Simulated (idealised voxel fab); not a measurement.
Process module, titled voxel spacer lines
Cross-section cut spans 295 nm and uses square cells 5 nm in size.
Cross-sections here: square-cell grids, written as top-down lists of bands, a band being one or more rows of cells.
Band entry format. Leading values: height of top, height of bottom, nm. Remainder: materials in left-to-right order, each with its width in nm. Special words: "full width" on a single material, which then fills the band edge to edge; "blank", empty space.
Height datum 0, below which the as-received substrate wafer is one material. Lowest band open at the bottom, running downward: "0 nm and below".
Per-row width for "30 to 40": begins at first number (top row of band), ends at second number (bottom row), increment between rows held constant.
When a step is marked "no modification", none of the cells in the cross-section changed during that step.
For the entry "Non-vented voids", the listed items are empty spaces with no open way to the top whose size is 8 cells or more; each item follows the pattern width x height at distance, where distance is from the left edge and all three are in nm.
It should be noted that, on the line of a given step, the content following the step's settings is a remark produced by the simulator itself with respect to that step.
The "overlay nm" setting may appear on a step's line; for a step that uses a mask, it gives how far to the right of its planned position the mask lay, and a negative value indicates the left.

The steps planned for the process are as follows
1: op RECEIVE | material Si
2: op CONFORMAL_DEP | material Al2O3 | thk nm 10
3: op DIRECTIONAL_DEP | material TiN | thk nm 15
4: op DIRECTIONAL_DEP | material polySi | thk nm 30
5: op PATTERN | tone cover | mask id MANDREL | material resist | width nm 15 | pitch nm 50 | thk nm 35 | overlay nm 0
6: op DIRECTIONAL_ETCH | etch materials polySi | depth nm 30
7: op STRIP | etch materials resist
8: op CONFORMAL_DEP | material SiN | thk nm 10
9: op DIRECTIONAL_ETCH | etch materials SiN | depth nm 10
10: op STRIP | etch materials polySi
11: op DIRECTIONAL_ETCH | etch materials TiN | depth nm 15
12: op STRIP | etch materials SiN
13: op FILL_DEP | material SiO2 | thk nm 10
14: op CMP | height nm 25

Cross-section, incoming material, after step 1
* 0 nm and below = Si full width
* Non-vented voids: none

As-planned run: cross-section of the first of two wafers at end of module
* 25 nm to 10 nm = SiO2: 105; TiN: 10; SiO2: 15; TiN: 10; SiO2: 15; TiN: 10; SiO2: 15; TiN: 10; SiO2: 105
* 10 nm to 0 nm = Al2O3 full width
* 0 nm and below = Si full width
* Non-vented voids: none

Now the second wafer, cross-sectioned at the end of the module. Nothing different at the start, nothing different in the plan compared with the first, just one mistake when it was actually run
* 25 nm to 10 nm = SiO2: 110; TiN: 5; SiO2: 15; TiN: 5; SiO2: 25; TiN: 5; SiO2: 15; TiN: 5; SiO2: 110
* 10 nm to 0 nm = Al2O3 full width
* 0 nm and below = Si full width
* Non-vented voids: none
Heads up, the wafer didn't run the way we planned it: step 8 was processed under conditions differing from the plan, specifically as op CONFORMAL_DEP | material SiN | thk nm 5
Wafer comparison, final, in cells, second relative to first, materials more or fewer: SiO2: 12 more; TiN: 12 fewer
